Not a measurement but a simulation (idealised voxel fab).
You're looking at the process module voxel capacitor over wiring.
Cross-sectional view cut (width: 240 nm; square cell size: 5 nm).
If you're reading a cross-section in this doc, picture square cells in a grid; it comes to you as bands, top ones listed first down to the bottom, and a band can be one or more rows of cells.
Top, bottom (nm), then materials left to right with widths (nm); lone material tagged "everywhere" fills the whole band edge to edge; "empty" = empty space.
Heights are expressed relative to 0, this being the level below which the as-received wafer comprises one material exclusively. The lowest band is unbounded in the downward direction and is denoted as in "0 and below".
A two-number width, for instance "30->40", indicates that the width is equal to the first number in the top row of the band and to the second number in the bottom row, and that it changes by a constant amount per row of cells.
Any step labelled "no alterations made" changed none of the cells in the cross-section.
If an empty space has no open way to the top and is at least 8 cells in size, "Enclosed void list" lists it, written width x height at distance, where distance is measured from the left edge and every value is in nm.
If you see something after the settings on a step's line, that's the simulator's own remark about that step.
A step line may carry the setting "overlay nm", which, for steps involving a mask, states the distance by which the mask lay to the right of its intended position; negative values denote displacement to the left.

**This section lists the process steps that were planned**
| 1 | RECEIVE with material Si |
| 2 | CONFORMAL_DEP with material SiO2, thk nm 15 |
| 3 | DIRECTIONAL_DEP with material TiN, thk nm 5 |
| 4 | DIRECTIONAL_DEP with material Ru, thk nm 15 |
| 5 | DIRECTIONAL_DEP with material aC, thk nm 10 |
| 6 | PATTERN with tone cover, mask id METAL_1, material resist, width nm 25, pitch nm 75, thk nm 25, overlay nm 0 |
| 7 | DIRECTIONAL_ETCH with etch materials aC, depth nm 10 |
| 8 | STRIP with etch materials resist |
| 9 | DIRECTIONAL_ETCH with etch materials Ru, depth nm 15 |
| 10 | DIRECTIONAL_ETCH with etch materials TiN, depth nm 5 |
| 11 | STRIP with etch materials aC |
| 12 | FILL_DEP with material SiO2, thk nm 10 |
| 13 | CMP with height nm 35 |
| 14 | CONFORMAL_DEP with material SiCN, thk nm 5 |
| 15 | DIRECTIONAL_DEP with material SiO2, thk nm 20 |
| 16 | MASKED_ETCH with tone open, mask id PLUG_1, width nm 15, etch materials SiO2, depth nm 20, overlay nm 0 |
| 17 | MASKED_ETCH with tone open, mask id PLUG_1, width nm 15, etch materials SiCN, depth nm 5, overlay nm 0 |
| 18 | EPI with material Ru, thk nm 10 |
| 19 | EPI with material Ru, thk nm 10 |
| 20 | EPI with material Ru, thk nm 5 |
| 21 | DIRECTIONAL_DEP with material TiN, thk nm 10 |
| 22 | DIRECTIONAL_DEP with material SiN, thk nm 5 |
| 23 | DIRECTIONAL_DEP with material TiN, thk nm 10 |
| 24 | DIRECTIONAL_DEP with material aC, thk nm 15 |
| 25 | PATTERN with tone cover, mask id UPPER_PLATE, material resist, width nm 45, thk nm 30, overlay nm 0 |
| 26 | DIRECTIONAL_ETCH with etch materials aC, depth nm 15 |
| 27 | STRIP with etch materials resist |
| 28 | DIRECTIONAL_ETCH with etch materials TiN, depth nm 10 |
| 29 | DIRECTIONAL_ETCH with etch materials SiN, depth nm 5 |
| 30 | STRIP with etch materials aC |
| 31 | DIRECTIONAL_DEP with material aC, thk nm 15 |
| 32 | PATTERN with tone cover, mask id LOWER_PLATE, material resist, width nm 65, thk nm 30, overlay nm 0 |
| 33 | DIRECTIONAL_ETCH with etch materials aC, depth nm 15 |
| 34 | STRIP with etch materials resist |
| 35 | DIRECTIONAL_ETCH with etch materials TiN, depth nm 10 |
| 36 | STRIP with etch materials aC |
| 37 | FILL_DEP with material SiO2, thk nm 15 |
| 38 | CMP with height nm 95 |
| 39 | DIRECTIONAL_DEP with material aC, thk nm 10 |
| 40 | PATTERN with tone open, mask id PLUG_2, material resist, width nm 15, thk nm 30, overlay nm 0 |
| 41 | DIRECTIONAL_ETCH with etch materials aC, depth nm 10 |
| 42 | STRIP with etch materials resist |
| 43 | DIRECTIONAL_ETCH with etch materials SiO2, depth nm 10 |
| 44 | STRIP with etch materials aC |
| 45 | CONFORMAL_DEP with material TiN, thk nm 5 |
| 46 | FILL_DEP with material Cu, thk nm 5 |
| 47 | CMP with height nm 95 |
| 48 | CONFORMAL_DEP with material SiN, thk nm 5 |
Be aware that, although all wafers share a common starting state, the width nm at step 25 differs among them, and the plan displays the first wafer's value.

**As-received cross-section, first of several wafers, post step 1**
0 and below | Si everywhere
Enclosed void list: none

**Depicted here is the first of several wafers in cross-section, at module completion following the last step, step 48**
100 down to 95 | SiN everywhere
95 down to 90 | 90 nm SiO2  5 nm TiN  5 nm Cu  5 nm TiN  135 nm SiO2
90 down to 85 | 90 nm SiO2  15 nm TiN  135 nm SiO2
85 down to 75 | 85 nm SiO2  45 nm TiN  110 nm SiO2
75 down to 70 | 85 nm SiO2  45 nm SiN  110 nm SiO2
70 down to 60 | 75 nm SiO2  65 nm TiN  100 nm SiO2
60 down to 40 | 80 nm SiO2  15 nm Ru  145 nm SiO2
40 down to 35 | 80 nm SiCN  15 nm Ru  145 nm SiCN
35 down to 20 | 70 nm SiO2  25 nm Ru  50 nm SiO2  25 nm Ru  70 nm SiO2
20 down to 15 | 70 nm SiO2  25 nm TiN  50 nm SiO2  25 nm TiN  70 nm SiO2
15 down to 0 | SiO2 everywhere
0 and below | Si everywhere
Enclosed void list: none

**Final wafer cross-section at module end**
100 down to 95 | SiN everywhere
95 down to 90 | 90 nm SiO2  5 nm TiN  5 nm Cu  5 nm TiN  135 nm SiO2
90 down to 85 | 90 nm SiO2  15 nm TiN  135 nm SiO2
85 down to 75 | 75 nm SiO2  65 nm TiN  100 nm SiO2
75 down to 70 | 75 nm SiO2  70 nm SiN  95 nm SiO2
70 down to 60 | 75 nm SiO2  70 nm TiN  95 nm SiO2
60 down to 40 | 80 nm SiO2  15 nm Ru  145 nm SiO2
40 down to 35 | 80 nm SiCN  15 nm Ru  145 nm SiCN
35 down to 20 | 70 nm SiO2  25 nm Ru  50 nm SiO2  25 nm Ru  70 nm SiO2
20 down to 15 | 70 nm SiO2  25 nm TiN  50 nm SiO2  25 nm TiN  70 nm SiO2
15 down to 0 | SiO2 everywhere
0 and below | Si everywhere
Enclosed void list: none

**Quick key for the table: a row per wafer, taken at the end of the module. For each material it tells you how many cells the wafer gained (+) or lost (-) since it came in, and the closed voids come after**
width nm 45, +1 Cu, +45 Ru, +45 SiCN, +57 SiN, +753 SiO2, +59 TiN, Enclosed void list: none
width nm 50, +1 Cu, +45 Ru, +45 SiCN, +58 SiN, +750 SiO2, +61 TiN, Enclosed void list: none
width nm 55, +1 Cu, +45 Ru, +45 SiCN, +59 SiN, +747 SiO2, +63 TiN, Enclosed void list: none
width nm 60, +1 Cu, +45 Ru, +45 SiCN, +60 SiN, +744 SiO2, +65 TiN, Enclosed void list: none
width nm 65, +1 Cu, +45 Ru, +45 SiCN, +61 SiN, +741 SiO2, +67 TiN, Enclosed void list: none
width nm 70, +1 Cu, +45 Ru, +45 SiCN, +62 SiN, +738 SiO2, +69 TiN, Enclosed void list: none
